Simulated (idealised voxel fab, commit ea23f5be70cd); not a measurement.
Documented hereafter: the process module known as voxel transistor to metal.
Pictured: cross-section cut, 185 nm wide, on a grid of 5 nm square cells.
In this document a cross-section is written as a grid of square cells. It is given as a series of bands, listed from the top down, and a band is one or more rows of cells. Heads up on the band format: heights come first, top then bottom, in nm. After that it's the materials left to right, each with its width in nm. A single material flagged "throughout" fills the whole band edge to edge, and "air" means there's empty space there. Height 0 is the level under which the wafer as received is all one material. The lowest band goes on downwards, as in "top 0, no bottom". Note: "30..40" means the width goes from the first number (top row of the band) to the second number (bottom row) in equal steps per row of cells. You'll sometimes find "nothing was modified" written for a step, and that's the way of saying that nowhere in the cross-section did a cell change during that step. Any empty space of 8 cells or more lacking an open way to the top shows up in "Trapped voids" as width x height at distance, distance from the left edge, in nm. It should be noted that, on the line of a given step, the content following the step's settings is a remark produced by the simulator itself with respect to that step. "overlay nm" answers the question of how far to the right of plan the mask lay on a step that has a mask, and when it is negative the answer is to the left.
SET OUT BELOW ARE THE PLANNED STEPS OF THE PROCESS
1: RECEIVE: material Si
2: CONFORMAL_DEP: material SiO2, thk nm 5
3: CONFORMAL_DEP: material SiN, thk nm 10
4: PATTERN: tone cover, mask id ACTIVE, material resist, width nm 95, thk nm 20, overlay nm 0
5: DIRECTIONAL_ETCH: etch materials SiN, depth nm 10
6: DIRECTIONAL_ETCH: etch materials SiO2, depth nm 5
7: DIRECTIONAL_ETCH: etch materials Si, depth nm 35
8: STRIP: etch materials resist
9: FILL_DEP: material SiO2, thk nm 5
10: CMP: height nm 15
11: SELECTIVE_ETCH: etch materials SiO2, depth nm 10
12: STRIP: etch materials SiN
13: SELECTIVE_ETCH: etch materials SiO2, depth nm 5
14: OXIDIZE: depth nm 5
15: DIRECTIONAL_DEP: material polySi, thk nm 25
16: DIRECTIONAL_DEP: material SiCN, thk nm 10
17: DIRECTIONAL_DEP: material aC, thk nm 10
18: PATTERN: tone cover, mask id GATE, material resist, width nm 25, thk nm 30, overlay nm 0
19: DIRECTIONAL_ETCH: etch materials aC, depth nm 10
20: STRIP: etch materials resist
21: DIRECTIONAL_ETCH: etch materials SiCN, depth nm 20
22: DIRECTIONAL_ETCH: etch materials polySi, depth nm 35
23: STRIP: etch materials aC
24: CONFORMAL_DEP: material SiN, thk nm 5
25: DIRECTIONAL_ETCH: etch materials SiN, depth nm 5
26: DIRECTIONAL_ETCH: etch materials SiO2, depth nm 5
27: DIRECTIONAL_ETCH: etch materials Si, depth nm 10
28: EPI: material pSi, thk nm 10
29: FILL_DEP: material SiO2, thk nm 10
30: CMP: height nm 25
31: STRIP: etch materials polySi
32: SELECTIVE_ETCH: etch materials SiO2, depth nm 5
33: CONFORMAL_DEP: material HfO2, thk nm 5
34: CONFORMAL_DEP: material TiN, thk nm 5
35: FILL_DEP: material W, thk nm 5
36: CMP: height nm 20
37: DIRECTIONAL_DEP: material SiO2, thk nm 10
38: PATTERN: tone open, mask id CONTACT, material resist, width nm 15, pitch nm 70, thk nm 15, overlay nm 0
39: DIRECTIONAL_ETCH: etch materials SiO2, depth nm 35
40: STRIP: etch materials resist
41: CONFORMAL_DEP: material TiN, thk nm 5
42: FILL_DEP: material Ru, thk nm 5
43: CMP: height nm 30
44: CONFORMAL_DEP: material SiN, thk nm 5
45: DIRECTIONAL_DEP: material SiO2, thk nm 15
46: PATTERN: tone open, mask id METAL_1, material resist, width nm 15, pitch nm 70, thk nm 20, overlay nm 0
47: DIRECTIONAL_ETCH: etch materials SiO2, depth nm 15
48: DIRECTIONAL_ETCH: etch materials SiN, depth nm 5
49: STRIP: etch materials resist
50: CONFORMAL_DEP: material TiN, thk nm 5
51: FILL_DEP: material Cu, thk nm 5
52: CMP: height nm 50
53: EPI: material Ru, thk nm 5
54: FILL_DEP: material SiCN, thk nm 5
55: DIRECTIONAL_DEP: material lowk, thk nm 30
56: MASKED_ETCH: tone open, mask id METAL_2, width nm 15, pitch nm 70, etch materials lowk, depth nm 20, overlay nm 0
57: MASKED_ETCH: tone open, mask id METAL_2_HOLES, width nm 15, pitch nm 70, etch materials lowk, depth nm 10, overlay nm 0
58: MASKED_ETCH: tone open, mask id METAL_2_HOLES, width nm 15, pitch nm 70, etch materials SiCN, depth nm 5, overlay nm 0
59: CONFORMAL_DEP: material TiN, thk nm 5
60: FILL_DEP: material Cu, thk nm 5
61: CMP: height nm 90
62: CONFORMAL_DEP: material SiN, thk nm 5
THIS IS THE CROSS-SECTION OF THE WAFER AS WE RECEIVED IT, I.E. AFTER STEP 1
	top 0, no bottom  Si throughout
	Trapped voids: none
THE FIRST OF THE TWO WAFERS AS SEEN IN CROSS-SECTION ONCE THE MODULE WAS FINISHED; PROCESSING FOLLOWED THE PLAN
	top 95, bottom 90  SiN throughout
	top 90, bottom 60  50 nm lowk; 5 nm TiN; 5 nm Cu; 5 nm TiN; 55 nm lowk; 5 nm TiN; 5 nm Cu; 5 nm TiN; 50 nm lowk
	top 60, bottom 55  50 nm SiCN; 15 nm TiN; 55 nm SiCN; 15 nm TiN; 50 nm SiCN
	top 55, bottom 50  45 nm SiCN; 25 nm Ru; 45 nm SiCN; 25 nm Ru; 45 nm SiCN
	top 50, bottom 35  50 nm SiO2; 5 nm TiN; 5 nm Cu; 5 nm TiN; 55 nm SiO2; 5 nm TiN; 5 nm Cu; 5 nm TiN; 50 nm SiO2
	top 35, bottom 30  50 nm SiN; 15 nm TiN; 55 nm SiN; 15 nm TiN; 50 nm SiN
	top 30, bottom 20  50 nm SiO2; 5 nm TiN; 5 nm Ru; 5 nm TiN; 55 nm SiO2; 5 nm TiN; 5 nm Ru; 5 nm TiN; 50 nm SiO2
	top 20, bottom 5  50 nm SiO2; 5 nm TiN; 5 nm Ru; 5 nm TiN; 10 nm SiO2; 5 nm SiN; 5 nm HfO2; 5 nm TiN; 5 nm W; 5 nm TiN; 5 nm HfO2; 5 nm SiN; 10 nm SiO2; 5 nm TiN; 5 nm Ru; 5 nm TiN; 50 nm SiO2
	top 5, bottom 0  50 nm SiO2; 5 nm TiN; 5 nm Ru; 5 nm TiN; 10 nm pSi; 5 nm SiN; 5 nm HfO2; 15 nm TiN; 5 nm HfO2; 5 nm SiN; 10 nm pSi; 5 nm TiN; 5 nm Ru; 5 nm TiN; 50 nm SiO2
	top 0, bottom -5  50 nm SiO2; 15 nm TiN; 10 nm pSi; 35 nm HfO2; 10 nm pSi; 15 nm TiN; 50 nm SiO2
	top -5, bottom -15  45 nm SiO2; 30 nm pSi; 35 nm Si; 30 nm pSi; 45 nm SiO2
	top -15, bottom -35  45 nm SiO2; 95 nm Si; 45 nm SiO2
	top -35, no bottom  Si throughout
	Trapped voids: none
SECOND WAFER THROUGH THE MODULE, SECTIONED AT THE END: SAME BEGINNING AND SAME PLAN AS THE FIRST WAFER, WITH ONE MISTAKE IN CARRYING IT OUT
	top 95, bottom 90  SiN throughout
	top 90, bottom 75  45 nm lowk; 5 nm TiN; 15 nm Cu; 5 nm TiN; 45 nm lowk; 5 nm TiN; 15 nm Cu; 5 nm TiN; 45 nm lowk
	top 75, bottom 70  45 nm lowk; 10 nm TiN; 5 nm Cu; 10 nm TiN; 45 nm lowk; 10 nm TiN; 5 nm Cu; 10 nm TiN; 45 nm lowk
	top 70, bottom 60  50 nm lowk; 5 nm TiN; 5 nm Cu; 5 nm TiN; 55 nm lowk; 5 nm TiN; 5 nm Cu; 5 nm TiN; 50 nm lowk
	top 60, bottom 55  50 nm SiCN; 15 nm TiN; 55 nm SiCN; 15 nm TiN; 50 nm SiCN
	top 55, bottom 50  45 nm SiCN; 25 nm Ru; 45 nm SiCN; 25 nm Ru; 45 nm SiCN
	top 50, bottom 35  50 nm SiO2; 5 nm TiN; 5 nm Cu; 5 nm TiN; 55 nm SiO2; 5 nm TiN; 5 nm Cu; 5 nm TiN; 50 nm SiO2
	top 35, bottom 30  50 nm SiN; 15 nm TiN; 55 nm SiN; 15 nm TiN; 50 nm SiN
	top 30, bottom 20  50 nm SiO2; 5 nm TiN; 5 nm Ru; 5 nm TiN; 55 nm SiO2; 5 nm TiN; 5 nm Ru; 5 nm TiN; 50 nm SiO2
	top 20, bottom 5  50 nm SiO2; 5 nm TiN; 5 nm Ru; 5 nm TiN; 10 nm SiO2; 5 nm SiN; 5 nm HfO2; 5 nm TiN; 5 nm W; 5 nm TiN; 5 nm HfO2; 5 nm SiN; 10 nm SiO2; 5 nm TiN; 5 nm Ru; 5 nm TiN; 50 nm SiO2
	top 5, bottom 0  50 nm SiO2; 5 nm TiN; 5 nm Ru; 5 nm TiN; 10 nm pSi; 5 nm SiN; 5 nm HfO2; 15 nm TiN; 5 nm HfO2; 5 nm SiN; 10 nm pSi; 5 nm TiN; 5 nm Ru; 5 nm TiN; 50 nm SiO2
	top 0, bottom -5  50 nm SiO2; 15 nm TiN; 10 nm pSi; 35 nm HfO2; 10 nm pSi; 15 nm TiN; 50 nm SiO2
	top -5, bottom -15  45 nm SiO2; 30 nm pSi; 35 nm Si; 30 nm pSi; 45 nm SiO2
	top -15, bottom -35  45 nm SiO2; 95 nm Si; 45 nm SiO2
	top -35, no bottom  Si throughout
	Trapped voids: none
The plan and the run diverged here: off-plan run, step 56, actual operation and settings MASKED_ETCH: tone open, mask id METAL_2, width nm 25, pitch nm 70, etch materials lowk, depth nm 20, overlay nm 0
The closing comparison, in cells, has the second wafer with more or fewer of some materials than the first: 12 more of Cu, 4 more of TiN, 16 fewer of lowk
